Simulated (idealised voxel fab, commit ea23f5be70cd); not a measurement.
The following is a process module called voxel trench capacitor.
Cross-section cut: width 195 nm, square cells of 5 nm.
Cross-section spec: square-cell grid; bands listed top down; each band is one or more rows. It is stipulated that each band's entry specify, in nanometres, the height of the top of the band and then that of its bottom, followed by the materials of the band in left-to-right sequence, each together with its width in nanometres. A single material marked by the word "edge to edge" is understood to fill the band from edge to edge; the word "air" is understood to denote empty space. Convention: height 0 is the level below which the wafer, as received, is all one material. The lowest band does not terminate at the bottom but continues downward, represented as "z 0 and below". So if you see something like "30 to 40" for the width, read it as the top row of the band sitting at the first number and the bottom row at the second, with every row in between moving by the same amount as the last. "no change occurred" (step): cross-section cells unchanged, all of them. Closed empty spaces (no open way to the top) of 8 cells or more are what "Closed void inventory" lists, each as width x height at distance from the left edge, nm for all three. Formally, on a step line, whatever follows the settings is a remark that the simulator itself makes on the step. overlay nm: on a step with a mask, how far right of its planned place the mask lay; negative means left.

**Process steps foreseen in the plan**
1,RECEIVE (material Si)
2,CONFORMAL_DEP (material SiN; thk nm 10)
3,PATTERN (tone open; mask id TRENCH; material resist; width nm 25; pitch nm 45; thk nm 15; overlay nm 0)
4,DIRECTIONAL_ETCH (etch materials SiN; depth nm 10)
5,DIRECTIONAL_ETCH (etch materials Si; depth nm 30)
6,STRIP (etch materials resist)
7,CONFORMAL_DEP (material Al2O3; thk nm 5)
8,CONFORMAL_DEP (material TiN; thk nm 5)
9,FILL_DEP (material W; thk nm 5)
10,CMP (height nm 10)

**Cross-sectional view of the wafer in its as-received condition, corresponding to the state after step 1**
> z 0 and below = Si edge to edge
> Closed void inventory: none

**First of two wafers: cross-section at end of module, run per plan**
> z 10 to 0 = SiN 40; Al2O3 5; TiN 5; W 5; TiN 5; Al2O3 5; SiN 20; Al2O3 5; TiN 5; W 5; TiN 5; Al2O3 5; SiN 20; Al2O3 5; TiN 5; W 5; TiN 5; Al2O3 5; SiN 40
> z 0 to -20 = Si 40; Al2O3 5; TiN 5; W 5; TiN 5; Al2O3 5; Si 20; Al2O3 5; TiN 5; W 5; TiN 5; Al2O3 5; Si 20; Al2O3 5; TiN 5; W 5; TiN 5; Al2O3 5; Si 40
> z -20 to -25 = Si 40; Al2O3 5; TiN 15; Al2O3 5; Si 20; Al2O3 5; TiN 15; Al2O3 5; Si 20; Al2O3 5; TiN 15; Al2O3 5; Si 40
> z -25 to -30 = Si 40; Al2O3 25; Si 20; Al2O3 25; Si 20; Al2O3 25; Si 40
> z -30 and below = Si edge to edge
> Closed void inventory: none

**Wafer two (of two), end-of-module cross-section: start = wafer one, plan = wafer one, one run mistake**
> z 10 to 0 = SiN 40; Al2O3 5; TiN 5; W 5; TiN 5; Al2O3 5; SiN 20; Al2O3 5; TiN 5; W 5; TiN 5; Al2O3 5; SiN 20; Al2O3 5; TiN 5; W 5; TiN 5; Al2O3 5; SiN 40
> z 0 to -50 = Si 40; Al2O3 5; TiN 5; W 5; TiN 5; Al2O3 5; Si 20; Al2O3 5; TiN 5; W 5; TiN 5; Al2O3 5; Si 20; Al2O3 5; TiN 5; W 5; TiN 5; Al2O3 5; Si 40
> z -50 to -55 = Si 40; Al2O3 5; TiN 15; Al2O3 5; Si 20; Al2O3 5; TiN 15; Al2O3 5; Si 20; Al2O3 5; TiN 15; Al2O3 5; Si 40
> z -55 to -60 = Si 40; Al2O3 25; Si 20; Al2O3 25; Si 20; Al2O3 25; Si 40
> z -60 and below = Si edge to edge
> Closed void inventory: none
What was the processing mistake? execution of plan step 5 occurred twice
Wrapping up, a cell-based count of both wafers puts the second over or under the first for these materials: 36 more of Al2O3; 90 fewer of Si; 36 more of TiN; 18 more of W
